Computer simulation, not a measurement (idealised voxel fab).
Presented below is a process module, voxel wiring stack.
The cross-section on display is named cut; it measures 270 nm wide, and its cells are 5 nm squares.
Think of the cross-section as a grid of square cells. We describe it in bands, top to bottom, and each band covers one or more rows of those cells.
Per band: top height and bottom height in nm, followed by the left-to-right materials and their widths in nm; "full width" marks a single material spanning edge to edge, "empty" marks empty space.
It should be noted that heights are counted from 0, beneath which the wafer as supplied is of one material throughout, and that the lowest band possesses no lower boundary but continues downward, as written in "0..down".
Note: "30..40" means the width goes from the first number (top row of the band) to the second number (bottom row) in equal steps per row of cells.
Given "remained unchanged" for a step, no cell of the cross-section differs between before and after that step.
"Listed closed voids" means: voids of 8 cells or more that are shut off from the top with no open way through. Written width x height at distance, distance from the left edge, in nm.
Where a step's line continues beyond its settings, the continuation is a remark by the simulator itself on that step.
When a step includes a mask, the "overlay nm" setting on its line states how far to the right of its planned place that mask lay, and negative values state how far to the left.
Guide to the pairs. Each holds a before and an after cross-section around one process step; the after cross-section is cut off at the lowest band that changed. Look under the pair for the step between them and its settings. Pairs can come from different runs of this module on the same starting wafer, so a pair follows on from the one above it only where its entry headed "Incoming profile" says it does.
**Incoming profile**
0..down: Si full width
Listed closed voids: none
**after**
15..0: SiO2 full width
Below 0, no change.
Listed closed voids: none
What process step lies between the two cross-sections above? op CONFORMAL_DEP | material SiO2 | thk nm 15
Incoming profile: as shown after the step in the preceding pair, directly above.
**after**
20..15: TiN full width
Below 15, no change.
Listed closed voids: none
What process step lies between the two cross-sections above? op DIRECTIONAL_DEP | material TiN | thk nm 5
Incoming profile: as shown after the step in the preceding pair, directly above.
**after**
40..20: Ru full width
Below 20, no change.
Listed closed voids: none
What process step lies between the two cross-sections above? op DIRECTIONAL_DEP | material Ru | thk nm 20
Incoming profile: as shown after the step in the preceding pair, directly above.
**after**
40..20: 75 of empty  25 of Ru  20 of empty  25 of Ru  20 of empty  25 of Ru  80 of empty
Below 20, no change.
Listed closed voids: none
What process step lies between the two cross-sections above? op MASKED_ETCH | tone cover | mask id METAL_1 | width nm 25 | pitch nm 45 | etch materials Ru | depth nm 20 | overlay nm 0
Incoming profile: as shown after the step in the preceding pair, directly above.
**after**
40..20: 75 of empty  25 of Ru  20 of empty  25 of Ru  20 of empty  25 of Ru  80 of empty
20..15: 75 of empty  25 of TiN  20 of empty  25 of TiN  20 of empty  25 of TiN  80 of empty
Below 15, no change.
Listed closed voids: none
What process step lies between the two cross-sections above? op MASKED_ETCH | tone cover | mask id METAL_1 | width nm 25 | pitch nm 45 | etch materials TiN | depth nm 5 | overlay nm 0
Incoming profile: as shown after the step in the preceding pair, directly above.
**after**
45..40: 70 of empty  35 of SiCN  10 of empty  35 of SiCN  10 of empty  35 of SiCN  75 of empty
40..20: 70 of empty  5 of SiCN  25 of Ru  5 of SiCN  10 of empty  5 of SiCN  25 of Ru  5 of SiCN  10 of empty  5 of SiCN  25 of Ru  5 of SiCN  75 of empty
20..15: 75 of SiCN  25 of TiN  20 of SiCN  25 of TiN  20 of SiCN  25 of TiN  80 of SiCN
Below 15, no change.
Listed closed voids: none
What process step lies between the two cross-sections above? op CONFORMAL_DEP | material SiCN | thk nm 5
Incoming profile: as shown after the step in the preceding pair, directly above.
**after**
55..45: SiO2 full width
45..40: 70 of SiO2  35 of SiCN  10 of SiO2  35 of SiCN  10 of SiO2  35 of SiCN  75 of SiO2
40..20: 70 of SiO2  5 of SiCN  25 of Ru  5 of SiCN  10 of SiO2  5 of SiCN  25 of Ru  5 of SiCN  10 of SiO2  5 of SiCN  25 of Ru  5 of SiCN  75 of SiO2
Below 20, no change.
Listed closed voids: none
What process step lies between the two cross-sections above? op FILL_DEP | material SiO2 | thk nm 10
Incoming profile: as shown after the step in the preceding pair, directly above.
**after**
40..20: 70 of SiO2  5 of SiCN  25 of Ru  5 of SiCN  10 of SiO2  5 of SiCN  25 of Ru  5 of SiCN  10 of SiO2  5 of SiCN  25 of Ru  5 of SiCN  75 of SiO2
Below 20, no change.
Listed closed voids: none
What process step lies between the two cross-sections above? op CMP | height nm 40
Incoming profile: as shown after the step in the preceding pair, directly above.
**after**
45..40: SiCN full width
Below 40, no change.
Listed closed voids: none
What process step lies between the two cross-sections above? op CONFORMAL_DEP | material SiCN | thk nm 5
Incoming profile: as shown after the step in the preceding pair, directly above.
**after**
75..45: lowk full width
Below 45, no change.
Listed closed voids: none
What process step lies between the two cross-sections above? op DIRECTIONAL_DEP | material lowk | thk nm 30
Incoming profile: as shown after the step in the preceding pair, directly above.
**after**
85..75: aC full width
Below 75, no change.
Listed closed voids: none
What process step lies between the two cross-sections above? op DIRECTIONAL_DEP | material aC | thk nm 10
Incoming profile: as shown after the step in the preceding pair, directly above.
**after**
110..85: 75 of resist  15 of empty  30 of resist  15 of empty  30 of resist  15 of empty  90 of resist
Below 85, no change.
Listed closed voids: none
What process step lies between the two cross-sections above? op PATTERN | tone open | mask id METAL_2_HOLES | material resist | width nm 15 | pitch nm 45 | thk nm 25 | overlay nm 0
Incoming profile: as shown after the step in the preceding pair, directly above.
**after**
100..85: 75 of resist  15 of empty  30 of resist  15 of empty  30 of resist  15 of empty  90 of resist
85..75: 75 of aC  15 of empty  30 of aC  15 of empty  30 of aC  15 of empty  90 of aC
Below 75, no change.
Listed closed voids: none
What process step lies between the two cross-sections above? op DIRECTIONAL_ETCH | etch materials aC | depth nm 10
Incoming profile: as shown after the step in the preceding pair, directly above.
**after**
85..75: 75 of aC  15 of empty  30 of aC  15 of empty  30 of aC  15 of empty  90 of aC
Below 75, no change.
Listed closed voids: none
What process step lies between the two cross-sections above? op STRIP | etch materials resist
Incoming profile: as shown after the step in the preceding pair, directly above.
**after**
85..75: 75 of aC  15 of empty  30 of aC  15 of empty  30 of aC  15 of empty  90 of aC
75..45: 75 of lowk  15 of empty  30 of lowk  15 of empty  30 of lowk  15 of empty  90 of lowk
Below 45, no change.
Listed closed voids: none
What process step lies between the two cross-sections above? op DIRECTIONAL_ETCH | etch materials lowk | depth nm 30
Incoming profile: as shown after the step in the preceding pair, directly above.
**after**
75..45: 75 of lowk  15 of empty  30 of lowk  15 of empty  30 of lowk  15 of empty  90 of lowk
Below 45, no change.
Listed closed voids: none
What process step lies between the two cross-sections above? op STRIP | etch materials aC
Incoming profile: as shown after the step in the preceding pair, directly above.
**after**
75..60: 75 of lowk  25 of empty  20 of lowk  25 of empty  20 of lowk  25 of empty  80 of lowk
Below 60, no change.
Listed closed voids: none
What process step lies between the two cross-sections above? op MASKED_ETCH | tone open | mask id METAL_2 | width nm 25 | pitch nm 45 | etch materials lowk | depth nm 15 | overlay nm 0
Incoming profile: as shown after the step in the preceding pair, directly above.
**after**
75..60: 75 of lowk  25 of empty  20 of lowk  25 of empty  20 of lowk  25 of empty  80 of lowk
60..45: 75 of lowk  15 of empty  30 of lowk  15 of empty  30 of lowk  15 of empty  90 of lowk
45..40: 75 of SiCN  15 of empty  30 of SiCN  15 of empty  30 of SiCN  15 of empty  90 of SiCN
Below 40, no change.
Listed closed voids: none
What process step lies between the two cross-sections above? op MASKED_ETCH | tone open | mask id METAL_2 | width nm 25 | pitch nm 45 | etch materials SiCN | depth nm 5 | overlay nm 0
Incoming profile: as shown after the step in the preceding pair, directly above.
**after**
80..75: 80 of TiN  15 of empty  30 of TiN  15 of empty  30 of TiN  15 of empty  85 of TiN
75..65: 75 of lowk  5 of TiN  15 of empty  5 of TiN  20 of lowk  5 of TiN  15 of empty  5 of TiN  20 of lowk  5 of TiN  15 of empty  5 of TiN  80 of lowk
65..60: 75 of lowk  5 of TiN  5 of empty  15 of TiN  20 of lowk  5 of TiN  5 of empty  15 of TiN  20 of lowk  5 of TiN  5 of empty  15 of TiN  80 of lowk
60..45: 75 of lowk  5 of TiN  5 of empty  5 of TiN  30 of lowk  5 of TiN  5 of empty  5 of TiN  30 of lowk  5 of TiN  5 of empty  5 of TiN  90 of lowk
45..40: 75 of SiCN  15 of TiN  30 of SiCN  15 of TiN  30 of SiCN  15 of TiN  90 of SiCN
Below 40, no change.
Listed closed voids: none
What process step lies between the two cross-sections above? op CONFORMAL_DEP | material TiN | thk nm 5
Incoming profile: as shown after the step in the preceding pair, directly above.
**after**
90..80: Ru full width
80..75: 80 of TiN  15 of Ru  30 of TiN  15 of Ru  30 of TiN  15 of Ru  85 of TiN
75..65: 75 of lowk  5 of TiN  15 of Ru  5 of TiN  20 of lowk  5 of TiN  15 of Ru  5 of TiN  20 of lowk  5 of TiN  15 of Ru  5 of TiN  80 of lowk
65..60: 75 of lowk  5 of TiN  5 of Ru  15 of TiN  20 of lowk  5 of TiN  5 of Ru  15 of TiN  20 of lowk  5 of TiN  5 of Ru  15 of TiN  80 of lowk
60..45: 75 of lowk  5 of TiN  5 of Ru  5 of TiN  30 of lowk  5 of TiN  5 of Ru  5 of TiN  30 of lowk  5 of TiN  5 of Ru  5 of TiN  90 of lowk
Below 45, no change.
Listed closed voids: none
What process step lies between the two cross-sections above? op FILL_DEP | material Ru | thk nm 10
Incoming profile: as shown after the step in the preceding pair, directly above.
**after**
75..65: 75 of lowk  5 of TiN  15 of Ru  5 of TiN  20 of lowk  5 of TiN  15 of Ru  5 of TiN  20 of lowk  5 of TiN  15 of Ru  5 of TiN  80 of lowk
Below 65, no change.
Listed closed voids: none
What process step lies between the two cross-sections above? op CMP | height nm 75
Incoming profile: as shown after the step in the preceding pair, directly above.
**after**
80..75: SiCN full width
Below 75, no change.
Listed closed voids: none
What process step lies between the two cross-sections above? op CONFORMAL_DEP | material SiCN | thk nm 5
Incoming profile: as shown after the step in the preceding pair, directly above.
**after**
90..80: lowk full width
Below 80, no change.
Listed closed voids: none
What process step lies between the two cross-sections above? op DIRECTIONAL_DEP | material lowk | thk nm 10
Incoming profile: as shown after the step in the preceding pair, directly above.
**after**
110..90: 75 of resist  15 of empty  30 of resist  15 of empty  30 of resist  15 of empty  90 of resist
Below 90, no change.
Listed closed voids: none
What process step lies between the two cross-sections above? op PATTERN | tone open | mask id PLUG_2 | material resist | width nm 15 | pitch nm 45 | thk nm 20 | overlay nm 0
Incoming profile: as shown after the step in the preceding pair, directly above.
**after**
110..90: 75 of resist  15 of empty  30 of resist  15 of empty  30 of resist  15 of empty  90 of resist
90..80: 75 of lowk  15 of empty  30 of lowk  15 of empty  30 of lowk  15 of empty  90 of lowk
Below 80, no change.
Listed closed voids: none
What process step lies between the two cross-sections above? op DIRECTIONAL_ETCH | etch materials lowk | depth nm 10
Incoming profile: as shown after the step in the preceding pair, directly above.
**after**
110..90: 75 of resist  15 of empty  30 of resist  15 of empty  30 of resist  15 of empty  90 of resist
90..80: 75 of lowk  15 of empty  30 of lowk  15 of empty  30 of lowk  15 of empty  90 of lowk
80..75: 75 of SiCN  15 of empty  30 of SiCN  15 of empty  30 of SiCN  15 of empty  90 of SiCN
Below 75, no change.
Listed closed voids: none
What process step lies between the two cross-sections above? op DIRECTIONAL_ETCH | etch materials SiCN | depth nm 5
Incoming profile: as shown after the step in the preceding pair, directly above.
**after**
90..80: 75 of lowk  15 of empty  30 of lowk  15 of empty  30 of lowk  15 of empty  90 of lowk
Below 80, no change.
Listed closed voids: none
What process step lies between the two cross-sections above? op STRIP | etch materials resist
Incoming profile: as shown after the step in the preceding pair, directly above.
**after**
90..85: 75 of lowk  15 of empty  30 of lowk  15 of empty  30 of lowk  15 of empty  90 of lowk
85..80: 75 of lowk  15 of Ru  30 of lowk  15 of Ru  30 of lowk  15 of Ru  90 of lowk
80..75: 75 of SiCN  15 of Ru  30 of SiCN  15 of Ru  30 of SiCN  15 of Ru  90 of SiCN
Below 75, no change.
Listed closed voids: none
What process step lies between the two cross-sections above? op EPI | material Ru | thk nm 10
Incoming profile: as shown after the step in the preceding pair, directly above.
**after**
90..80: 75 of lowk  15 of Ru  30 of lowk  15 of Ru  30 of lowk  15 of Ru  90 of lowk
Below 80, no change.
Listed closed voids: none
What process step lies between the two cross-sections above? op EPI | material Ru | thk nm 5
Incoming profile: as shown after the step in the preceding pair, directly above.
**after**
95..90: TiN full width
Below 90, no change.
Listed closed voids: none
What process step lies between the two cross-sections above? op DIRECTIONAL_DEP | material TiN | thk nm 5
Incoming profile: as shown after the step in the preceding pair, directly above.
**after**
120..95: W full width
Below 95, no change.
Listed closed voids: none
What process step lies between the two cross-sections above? op DIRECTIONAL_DEP | material W | thk nm 25
Incoming profile: as shown after the step in the preceding pair, directly above.
**after**
120..95: 75 of empty  25 of W  20 of empty  25 of W  20 of empty  25 of W  80 of empty
Below 95, no change.
Listed closed voids: none
What process step lies between the two cross-sections above? op MASKED_ETCH | tone cover | mask id METAL_3 | width nm 25 | pitch nm 45 | etch materials W | depth nm 25 | overlay nm 0
Incoming profile: as shown after the step in the preceding pair, directly above.
**after**
120..95: 75 of empty  25 of W  20 of empty  25 of W  20 of empty  25 of W  80 of empty
95..90: 75 of empty  25 of TiN  20 of empty  25 of TiN  20 of empty  25 of TiN  80 of empty
Below 90, no change.
Listed closed voids: none
What process step lies between the two cross-sections above? op MASKED_ETCH | tone cover | mask id METAL_3 | width nm 25 | pitch nm 45 | etch materials TiN | depth nm 5 | overlay nm 0
Incoming profile: as shown after the step in the preceding pair, directly above.
**after**
130..120: lowk full width
120..95: 75 of lowk  25 of W  20 of lowk  25 of W  20 of lowk  25 of W  80 of lowk
95..90: 75 of lowk  25 of TiN  20 of lowk  25 of TiN  20 of lowk  25 of TiN  80 of lowk
Below 90, no change.
Listed closed voids: none
What process step lies between the two cross-sections above? op FILL_DEP | material lowk | thk nm 10
Incoming profile: as shown after the step in the preceding pair, directly above.
**after**
120..95: 75 of lowk  25 of W  20 of lowk  25 of W  20 of lowk  25 of W  80 of lowk
Below 95, no change.
Listed closed voids: none
What process step lies between the two cross-sections above? op CMP | height nm 120
Incoming profile: as shown after the step in the preceding pair, directly above.
**after**
125..120: SiCN full width
Below 120, no change.
Listed closed voids: none
What process step lies between the two cross-sections above? op CONFORMAL_DEP | material SiCN | thk nm 5
**Incoming profile**
0..down: Si full width
Listed closed voids: none
**after**
5..0: TiN full width
Below 0, no change.
Listed closed voids: none
What process step lies between the two cross-sections above? op DIRECTIONAL_DEP | material TiN | thk nm 5
Incoming profile: as shown after the step in the preceding pair, directly above.
**after**
25..5: Ru full width
Below 5, no change.
Listed closed voids: none
What process step lies between the two cross-sections above? op DIRECTIONAL_DEP | material Ru | thk nm 20
Incoming profile: as shown after the step in the preceding pair, directly above.
**after**
25..5: 75 of empty  25 of Ru  20 of empty  25 of Ru  20 of empty  25 of Ru  80 of empty
Below 5, no change.
Listed closed voids: none
What process step lies between the two cross-sections above? op MASKED_ETCH | tone cover | mask id METAL_1 | width nm 25 | pitch nm 45 | etch materials Ru | depth nm 20 | overlay nm 0
Incoming profile: as shown after the step in the preceding pair, directly above.
**after**
25..5: 75 of empty  25 of Ru  20 of empty  25 of Ru  20 of empty  25 of Ru  80 of empty
5..0: 75 of empty  25 of TiN  20 of empty  25 of TiN  20 of empty  25 of TiN  80 of empty
Below 0, no change.
Listed closed voids: none
What process step lies between the two cross-sections above? op MASKED_ETCH | tone cover | mask id METAL_1 | width nm 25 | pitch nm 45 | etch materials TiN | depth nm 5 | overlay nm 0
Incoming profile: as shown after the step in the preceding pair, directly above.
**after**
30..25: 70 of empty  35 of SiCN  10 of empty  35 of SiCN  10 of empty  35 of SiCN  75 of empty
25..5: 70 of empty  5 of SiCN  25 of Ru  5 of SiCN  10 of empty  5 of SiCN  25 of Ru  5 of SiCN  10 of empty  5 of SiCN  25 of Ru  5 of SiCN  75 of empty
5..0: 75 of SiCN  25 of TiN  20 of SiCN  25 of TiN  20 of SiCN  25 of TiN  80 of SiCN
Below 0, no change.
Listed closed voids: none
What process step lies between the two cross-sections above? op CONFORMAL_DEP | material SiCN | thk nm 5
Incoming profile: as shown after the step in the preceding pair, directly above.
**after**
40..30: SiO2 full width
30..25: 70 of SiO2  35 of SiCN  10 of SiO2  35 of SiCN  10 of SiO2  35 of SiCN  75 of SiO2
25..5: 70 of SiO2  5 of SiCN  25 of Ru  5 of SiCN  10 of SiO2  5 of SiCN  25 of Ru  5 of SiCN  10 of SiO2  5 of SiCN  25 of Ru  5 of SiCN  75 of SiO2
Below 5, no change.
Listed closed voids: none
What process step lies between the two cross-sections above? op FILL_DEP | material SiO2 | thk nm 10
Incoming profile: as shown after the step in the preceding pair, directly above.
**after**
45..40: SiCN full width
Below 40, no change.
Listed closed voids: none
What process step lies between the two cross-sections above? op CONFORMAL_DEP | material SiCN | thk nm 5
Incoming profile: as shown after the step in the preceding pair, directly above.
**after**
75..45: lowk full width
Below 45, no change.
Listed closed voids: none
What process step lies between the two cross-sections above? op DIRECTIONAL_DEP | material lowk | thk nm 30
Incoming profile: as shown after the step in the preceding pair, directly above.
**after**
85..75: aC full width
Below 75, no change.
Listed closed voids: none
What process step lies between the two cross-sections above? op DIRECTIONAL_DEP | material aC | thk nm 10
Incoming profile: as shown after the step in the preceding pair, directly above.
**after**
110..85: 75 of resist  15 of empty  30 of resist  15 of empty  30 of resist  15 of empty  90 of resist
Below 85, no change.
Listed closed voids: none
What process step lies between the two cross-sections above? op PATTERN | tone open | mask id METAL_2_HOLES | material resist | width nm 15 | pitch nm 45 | thk nm 25 | overlay nm 0
Incoming profile: as shown after the step in the preceding pair, directly above.
**after**
100..85: 75 of resist  15 of empty  30 of resist  15 of empty  30 of resist  15 of empty  90 of resist
85..75: 75 of aC  15 of empty  30 of aC  15 of empty  30 of aC  15 of empty  90 of aC
Below 75, no change.
Listed closed voids: none
What process step lies between the two cross-sections above? op DIRECTIONAL_ETCH | etch materials aC | depth nm 10
Incoming profile: as shown after the step in the preceding pair, directly above.
**after**
85..75: 75 of aC  15 of empty  30 of aC  15 of empty  30 of aC  15 of empty  90 of aC
Below 75, no change.
Listed closed voids: none
What process step lies between the two cross-sections above? op STRIP | etch materials resist
Incoming profile: as shown after the step in the preceding pair, directly above.
**after**
85..75: 75 of aC  15 of empty  30 of aC  15 of empty  30 of aC  15 of empty  90 of aC
75..45: 75 of lowk  15 of empty  30 of lowk  15 of empty  30 of lowk  15 of empty  90 of lowk
Below 45, no change.
Listed closed voids: none
What process step lies between the two cross-sections above? op DIRECTIONAL_ETCH | etch materials lowk | depth nm 30
Incoming profile: as shown after the step in the preceding pair, directly above.
**after**
75..45: 75 of lowk  15 of empty  30 of lowk  15 of empty  30 of lowk  15 of empty  90 of lowk
Below 45, no change.
Listed closed voids: none
What process step lies between the two cross-sections above? op STRIP | etch materials aC
Incoming profile: as shown after the step in the preceding pair, directly above.
**after**
75..60: 75 of lowk  25 of empty  20 of lowk  25 of empty  20 of lowk  25 of empty  80 of lowk
Below 60, no change.
Listed closed voids: none
What process step lies between the two cross-sections above? op MASKED_ETCH | tone open | mask id METAL_2 | width nm 25 | pitch nm 45 | etch materials lowk | depth nm 15 | overlay nm 0
Incoming profile: as shown after the step in the preceding pair, directly above.
**after**
75..60: 75 of lowk  25 of empty  20 of lowk  25 of empty  20 of lowk  25 of empty  80 of lowk
60..45: 75 of lowk  15 of empty  30 of lowk  15 of empty  30 of lowk  15 of empty  90 of lowk
45..40: 75 of SiCN  15 of empty  30 of SiCN  15 of empty  30 of SiCN  15 of empty  90 of SiCN
Below 40, no change.
Listed closed voids: none
What process step lies between the two cross-sections above? op MASKED_ETCH | tone open | mask id METAL_2 | width nm 25 | pitch nm 45 | etch materials SiCN | depth nm 5 | overlay nm 0
Incoming profile: as shown after the step in the preceding pair, directly above.
**after**
80..75: 80 of TiN  15 of empty  30 of TiN  15 of empty  30 of TiN  15 of empty  85 of TiN
75..65: 75 of lowk  5 of TiN  15 of empty  5 of TiN  20 of lowk  5 of TiN  15 of empty  5 of TiN  20 of lowk  5 of TiN  15 of empty  5 of TiN  80 of lowk
65..60: 75 of lowk  5 of TiN  5 of empty  15 of TiN  20 of lowk  5 of TiN  5 of empty  15 of TiN  20 of lowk  5 of TiN  5 of empty  15 of TiN  80 of lowk
60..45: 75 of lowk  5 of TiN  5 of empty  5 of TiN  30 of lowk  5 of TiN  5 of empty  5 of TiN  30 of lowk  5 of TiN  5 of empty  5 of TiN  90 of lowk
45..40: 75 of SiCN  15 of TiN  30 of SiCN  15 of TiN  30 of SiCN  15 of TiN  90 of SiCN
Below 40, no change.
Listed closed voids: none
What process step lies between the two cross-sections above? op CONFORMAL_DEP | material TiN | thk nm 5
Incoming profile: as shown after the step in the preceding pair, directly above.
**after**
90..80: Ru full width
80..75: 80 of TiN  15 of Ru  30 of TiN  15 of Ru  30 of TiN  15 of Ru  85 of TiN
75..65: 75 of lowk  5 of TiN  15 of Ru  5 of TiN  20 of lowk  5 of TiN  15 of Ru  5 of TiN  20 of lowk  5 of TiN  15 of Ru  5 of TiN  80 of lowk
65..60: 75 of lowk  5 of TiN  5 of Ru  15 of TiN  20 of lowk  5 of TiN  5 of Ru  15 of TiN  20 of lowk  5 of TiN  5 of Ru  15 of TiN  80 of lowk
60..45: 75 of lowk  5 of TiN  5 of Ru  5 of TiN  30 of lowk  5 of TiN  5 of Ru  5 of TiN  30 of lowk  5 of TiN  5 of Ru  5 of TiN  90 of lowk
Below 45, no change.
Listed closed voids: none
What process step lies between the two cross-sections above? op FILL_DEP | material Ru | thk nm 10
Incoming profile: as shown after the step in the preceding pair, directly above.
**after**
75..65: 75 of lowk  5 of TiN  15 of Ru  5 of TiN  20 of lowk  5 of TiN  15 of Ru  5 of TiN  20 of lowk  5 of TiN  15 of Ru  5 of TiN  80 of lowk
Below 65, no change.
Listed closed voids: none
What process step lies between the two cross-sections above? op CMP | height nm 75
Incoming profile: as shown after the step in the preceding pair, directly above.
**after**
80..75: SiCN full width
Below 75, no change.
Listed closed voids: none
What process step lies between the two cross-sections above? op CONFORMAL_DEP | material SiCN | thk nm 5
Incoming profile: as shown after the step in the preceding pair, directly above.
**after**
90..80: lowk full width
Below 80, no change.
Listed closed voids: none
What process step lies between the two cross-sections above? op DIRECTIONAL_DEP | material lowk | thk nm 10
Incoming profile: as shown after the step in the preceding pair, directly above.
**after**
110..90: 75 of resist  15 of empty  30 of resist  15 of empty  30 of resist  15 of empty  90 of resist
Below 90, no change.
Listed closed voids: none
What process step lies between the two cross-sections above? op PATTERN | tone open | mask id PLUG_2 | material resist | width nm 15 | pitch nm 45 | thk nm 20 | overlay nm 0
Incoming profile: as shown after the step in the preceding pair, directly above.
**after**
110..90: 75 of resist  15 of empty  30 of resist  15 of empty  30 of resist  15 of empty  90 of resist
90..80: 75 of lowk  15 of empty  30 of lowk  15 of empty  30 of lowk  15 of empty  90 of lowk
Below 80, no change.
Listed closed voids: none
What process step lies between the two cross-sections above? op DIRECTIONAL_ETCH | etch materials lowk | depth nm 10
Incoming profile: as shown after the step in the preceding pair, directly above.
**after**
110..90: 75 of resist  15 of empty  30 of resist  15 of empty  30 of resist  15 of empty  90 of resist
90..80: 75 of lowk  15 of empty  30 of lowk  15 of empty  30 of lowk  15 of empty  90 of lowk
80..75: 75 of SiCN  15 of empty  30 of SiCN  15 of empty  30 of SiCN  15 of empty  90 of SiCN
Below 75, no change.
Listed closed voids: none
What process step lies between the two cross-sections above? op DIRECTIONAL_ETCH | etch materials SiCN | depth nm 5
Incoming profile: as shown after the step in the preceding pair, directly above.
**after**
90..80: 75 of lowk  15 of empty  30 of lowk  15 of empty  30 of lowk  15 of empty  90 of lowk
Below 80, no change.
Listed closed voids: none
What process step lies between the two cross-sections above? op STRIP | etch materials resist
Incoming profile: as shown after the step in the preceding pair, directly above.
**after**
90..85: 75 of lowk  15 of empty  30 of lowk  15 of empty  30 of lowk  15 of empty  90 of lowk
85..80: 75 of lowk  15 of Ru  30 of lowk  15 of Ru  30 of lowk  15 of Ru  90 of lowk
80..75: 75 of SiCN  15 of Ru  30 of SiCN  15 of Ru  30 of SiCN  15 of Ru  90 of SiCN
Below 75, no change.
Listed closed voids: none
What process step lies between the two cross-sections above? op EPI | material Ru | thk nm 10
Incoming profile: as shown after the step in the preceding pair, directly above.
**after**
90..80: 75 of lowk  15 of Ru  30 of lowk  15 of Ru  30 of lowk  15 of Ru  90 of lowk
Below 80, no change.
Listed closed voids: none
What process step lies between the two cross-sections above? op EPI | material Ru | thk nm 5
Incoming profile: as shown after the step in the preceding pair, directly above.
**after**
95..90: TiN full width
Below 90, no change.
Listed closed voids: none
What process step lies between the two cross-sections above? op DIRECTIONAL_DEP | material TiN | thk nm 5
Incoming profile: as shown after the step in the preceding pair, directly above.
**after**
120..95: W full width
Below 95, no change.
Listed closed voids: none
What process step lies between the two cross-sections above? op DIRECTIONAL_DEP | material W | thk nm 25
Incoming profile: as shown after the step in the preceding pair, directly above.
**after**
120..95: 75 of empty  25 of W  20 of empty  25 of W  20 of empty  25 of W  80 of empty
Below 95, no change.
Listed closed voids: none
What process step lies between the two cross-sections above? op MASKED_ETCH | tone cover | mask id METAL_3 | width nm 25 | pitch nm 45 | etch materials W | depth nm 25 | overlay nm 0
Incoming profile: as shown after the step in the preceding pair, directly above.
**after**
120..95: 75 of empty  25 of W  20 of empty  25 of W  20 of empty  25 of W  80 of empty
95..90: 75 of empty  25 of TiN  20 of empty  25 of TiN  20 of empty  25 of TiN  80 of empty
Below 90, no change.
Listed closed voids: none
What process step lies between the two cross-sections above? op MASKED_ETCH | tone cover | mask id METAL_3 | width nm 25 | pitch nm 45 | etch materials TiN | depth nm 5 | overlay nm 0
Incoming profile: as shown after the step in the preceding pair, directly above.
**after**
130..120: lowk full width
120..95: 75 of lowk  25 of W  20 of lowk  25 of W  20 of lowk  25 of W  80 of lowk
95..90: 75 of lowk  25 of TiN  20 of lowk  25 of TiN  20 of lowk  25 of TiN  80 of lowk
Below 90, no change.
Listed closed voids: none
What process step lies between the two cross-sections above? op FILL_DEP | material lowk | thk nm 10
Incoming profile: as shown after the step in the preceding pair, directly above.
**after**
120..95: 75 of lowk  25 of W  20 of lowk  25 of W  20 of lowk  25 of W  80 of lowk
Below 95, no change.
Listed closed voids: none
What process step lies between the two cross-sections above? op CMP | height nm 120
Incoming profile: as shown after the step in the preceding pair, directly above.
**after**
125..120: SiCN full width
Below 120, no change.
Listed closed voids: none
What process step lies between the two cross-sections above? op CONFORMAL_DEP | material SiCN | thk nm 5
**Incoming profile**
75..45: lowk full width
45..40: SiCN full width
40..20: 70 of SiO2  5 of SiCN  25 of Ru  5 of SiCN  10 of SiO2  5 of SiCN  25 of Ru  5 of SiCN  10 of SiO2  5 of SiCN  25 of Ru  5 of SiCN  75 of SiO2
20..15: 75 of SiCN  25 of TiN  20 of SiCN  25 of TiN  20 of SiCN  25 of TiN  80 of SiCN
15..0: SiO2 full width
0..down: Si full width
Listed closed voids: none
**after**
105..45: lowk full width
Below 45, no change.
Listed closed voids: none
What process step lies between the two cross-sections above? op DIRECTIONAL_DEP | material lowk | thk nm 30
Incoming profile: as shown after the step in the preceding pair, directly above.
**after**
115..105: aC full width
Below 105, no change.
Listed closed voids: none
What process step lies between the two cross-sections above? op DIRECTIONAL_DEP | material aC | thk nm 10
Incoming profile: as shown after the step in the preceding pair, directly above.
**after**
140..115: 75 of resist  15 of empty  30 of resist  15 of empty  30 of resist  15 of empty  90 of resist
Below 115, no change.
Listed closed voids: none
What process step lies between the two cross-sections above? op PATTERN | tone open | mask id METAL_2_HOLES | material resist | width nm 15 | pitch nm 45 | thk nm 25 | overlay nm 0
Incoming profile: as shown after the step in the preceding pair, directly above.
**after**
130..115: 75 of resist  15 of empty  30 of resist  15 of empty  30 of resist  15 of empty  90 of resist
115..105: 75 of aC  15 of empty  30 of aC  15 of empty  30 of aC  15 of empty  90 of aC
Below 105, no change.
Listed closed voids: none
What process step lies between the two cross-sections above? op DIRECTIONAL_ETCH | etch materials aC | depth nm 10
Incoming profile: as shown after the step in the preceding pair, directly above.
**after**
115..105: 75 of aC  15 of empty  30 of aC  15 of empty  30 of aC  15 of empty  90 of aC
Below 105, no change.
Listed closed voids: none
What process step lies between the two cross-sections above? op STRIP | etch materials resist
Incoming profile: as shown after the step in the preceding pair, directly above.
**after**
115..105: 75 of aC  15 of empty  30 of aC  15 of empty  30 of aC  15 of empty  90 of aC
105..75: 75 of lowk  15 of empty  30 of lowk  15 of empty  30 of lowk  15 of empty  90 of lowk
Below 75, no change.
Listed closed voids: none
What process step lies between the two cross-sections above? op DIRECTIONAL_ETCH | etch materials lowk | depth nm 30
Incoming profile: as shown after the step in the preceding pair, directly above.
**after**
105..75: 75 of lowk  15 of empty  30 of lowk  15 of empty  30 of lowk  15 of empty  90 of lowk
Below 75, no change.
Listed closed voids: none
What process step lies between the two cross-sections above? op STRIP | etch materials aC
Incoming profile: as shown after the step in the preceding pair, directly above.
**after**
105..90: 75 of lowk  25 of empty  20 of lowk  25 of empty  20 of lowk  25 of empty  80 of lowk
90..60: 75 of lowk  15 of empty  30 of lowk  15 of empty  30 of lowk  15 of empty  90 of lowk
Below 60, no change.
Listed closed voids: none
What process step lies between the two cross-sections above? op MASKED_ETCH | tone open | mask id METAL_2 | width nm 25 | pitch nm 45 | etch materials lowk | depth nm 15 | overlay nm 0
Incoming profile: as shown after the step in the preceding pair, directly above.
**after**
110..105: 80 of TiN  15 of empty  30 of TiN  15 of empty  30 of TiN  15 of empty  85 of TiN
105..95: 75 of lowk  5 of TiN  15 of empty  5 of TiN  20 of lowk  5 of TiN  15 of empty  5 of TiN  20 of lowk  5 of TiN  15 of empty  5 of TiN  80 of lowk
95..90: 75 of lowk  5 of TiN  5 of empty  15 of TiN  20 of lowk  5 of TiN  5 of empty  15 of TiN  20 of lowk  5 of TiN  5 of empty  15 of TiN  80 of lowk
90..65: 75 of lowk  5 of TiN  5 of empty  5 of TiN  30 of lowk  5 of TiN  5 of empty  5 of TiN  30 of lowk  5 of TiN  5 of empty  5 of TiN  90 of lowk
65..60: 75 of lowk  15 of TiN  30 of lowk  15 of TiN  30 of lowk  15 of TiN  90 of lowk
Below 60, no change.
Listed closed voids: none
What process step lies between the two cross-sections above? op CONFORMAL_DEP | material TiN | thk nm 5
